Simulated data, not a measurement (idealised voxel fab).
Process module name: voxel capacitor over wiring
Displayed cross-section: cut, width of 280 nm, square cells sized 5 nm.
A cross-section is written here as square cells arranged in a grid, and it is given in bands from the top down, each band taking up one or more rows of cells.
Look at the band entry: it leads with the top's height and the bottom's height in nm. Then it lists the materials left to right, with a width in nm for each. The word "everywhere" on a single material says that material fills the band edge to edge. The word "blank" is empty space.
Heights are measured from 0, the level below which the as-received wafer is all one material; the lowest band has no bottom and continues downward, written as in "z 0 and below".
Width spec "30 to 40" -> top row of cells at first value, bottom row at second value, equal per-row change in between.
Basically "no change occurred" means that step didn't change any cell in the cross-section.
Closed empty spaces (no open way to the top) of 8 cells or more are what "Closed void roster" lists, each as width x height at distance from the left edge, nm for all three.
Where a step's line continues beyond its settings, the continuation is a remark by the simulator itself on that step.
overlay nm: step with mask; distance mask lay right of planned place; negative value = left of planned place.

The process steps that were planned are listed below:
1 RECEIVE with material Si
2 CONFORMAL_DEP with material SiO2, thk nm 10
3 CONFORMAL_DEP with material SiN, thk nm 5
4 DIRECTIONAL_DEP with material lowk, thk nm 25
5 PATTERN with tone open, mask id METAL_1, material resist, width nm 30, pitch nm 80, thk nm 20, overlay nm 0
6 DIRECTIONAL_ETCH with etch materials lowk, depth nm 25
7 DIRECTIONAL_ETCH with etch materials SiN, depth nm 5
8 STRIP with etch materials resist
9 CONFORMAL_DEP with material TiN, thk nm 5
10 FILL_DEP with material Cu, thk nm 10
11 CMP with height nm 40
12 CONFORMAL_DEP with material SiCN, thk nm 5
13 DIRECTIONAL_DEP with material lowk, thk nm 20
14 DIRECTIONAL_DEP with material aC, thk nm 15
15 PATTERN with tone open, mask id PLUG_1, material resist, width nm 15, thk nm 35, overlay nm 0
16 DIRECTIONAL_ETCH with etch materials aC, depth nm 15
17 STRIP with etch materials resist
18 DIRECTIONAL_ETCH with etch materials lowk, depth nm 20
19 DIRECTIONAL_ETCH with etch materials SiCN, depth nm 5
20 STRIP with etch materials aC
21 CONFORMAL_DEP with material TiN, thk nm 5
22 FILL_DEP with material Ru, thk nm 10
23 CMP with height nm 65
24 DIRECTIONAL_DEP with material TiN, thk nm 10
25 DIRECTIONAL_DEP with material HfO2, thk nm 5
26 DIRECTIONAL_DEP with material TiN, thk nm 5
27 PATTERN with tone cover, mask id UPPER_PLATE, material resist, width nm 55, thk nm 15, overlay nm 0
28 DIRECTIONAL_ETCH with etch materials TiN, depth nm 5
29 DIRECTIONAL_ETCH with etch materials HfO2, depth nm 5
30 STRIP with etch materials resist
31 PATTERN with tone cover, mask id LOWER_PLATE, material resist, width nm 65, thk nm 15, overlay nm 0
32 DIRECTIONAL_ETCH with etch materials TiN, depth nm 10
33 STRIP with etch materials resist
34 FILL_DEP with material SiO2, thk nm 20
35 CMP with height nm 100
36 PATTERN with tone open, mask id PLUG_2, material resist, width nm 15, thk nm 20, overlay nm 0
37 DIRECTIONAL_ETCH with etch materials SiO2, depth nm 15
38 STRIP with etch materials resist
39 CONFORMAL_DEP with material TiN, thk nm 5
40 FILL_DEP with material Ru, thk nm 10
41 CMP with height nm 100
42 CONFORMAL_DEP with material SiN, thk nm 5

As-received state of the wafer in cross-section, equivalent to post-step 1:
z 0 and below | Si everywhere
Closed void roster: none

First wafer at the end, as planned:
z 105 to 100 | SiN everywhere
z 100 to 90 | SiO2: 110, TiN: 5, Ru: 5, TiN: 5, SiO2: 155
z 90 to 80 | SiO2: 110 to 100, TiN: 15 to 55, SiO2: 155 to 125
z 80 to 75 | SiO2: 100, HfO2: 55, SiO2: 125
z 75 to 65 | SiO2: 95, TiN: 65, SiO2: 120
z 65 to 45 | lowk: 100, TiN: 5, Ru: 5, TiN: 5, lowk: 165
z 45 to 40 | SiCN: 100, TiN: 15, SiCN: 165
z 40 to 15 | lowk: 85, TiN: 5, Cu: 20, TiN: 5, lowk: 50, TiN: 5, Cu: 20, TiN: 5, lowk: 85
z 15 to 10 | SiN: 85, TiN: 30, SiN: 50, TiN: 30, SiN: 85
z 10 to 0 | SiO2 everywhere
z 0 and below | Si everywhere
Closed void roster: none

Wafer two, end of module, cross-section. Same start, same plan as wafer one. One mistake in the run:
z 105 to 100 | SiN everywhere
z 100 to 90 | SiO2: 110, TiN: 5, Ru: 5, TiN: 5, SiO2: 155
z 90 to 80 | SiO2: 110 to 100, TiN: 15 to 55, SiO2: 155 to 125
z 80 to 75 | SiO2: 100, HfO2: 55, SiO2: 125
z 75 to 65 | SiO2: 95, TiN: 65, SiO2: 120
z 65 to 45 | lowk: 100, TiN: 5, Ru: 5, TiN: 5, lowk: 165
z 45 to 40 | SiCN: 100, TiN: 15, SiCN: 165
z 40 to 15 | lowk: 85, TiN: 5, Cu: 20, TiN: 5, lowk: 50, TiN: 5, Cu: 20, TiN: 5, lowk: 85
z 15 to 10 | SiN: 85, TiN: 30, SiN: 50, TiN: 30, SiN: 85
z 10 to 0 | Ru everywhere
z 0 and below | Si everywhere
Closed void roster: none
It is concluded that the wafer was processed incorrectly with respect to the plan, in that step 2 ran as: CONFORMAL_DEP with material Ru, thk nm 10
FYI, end of process, the second wafer has more or fewer cells of some materials than the first: Ru +112 | SiO2 -112
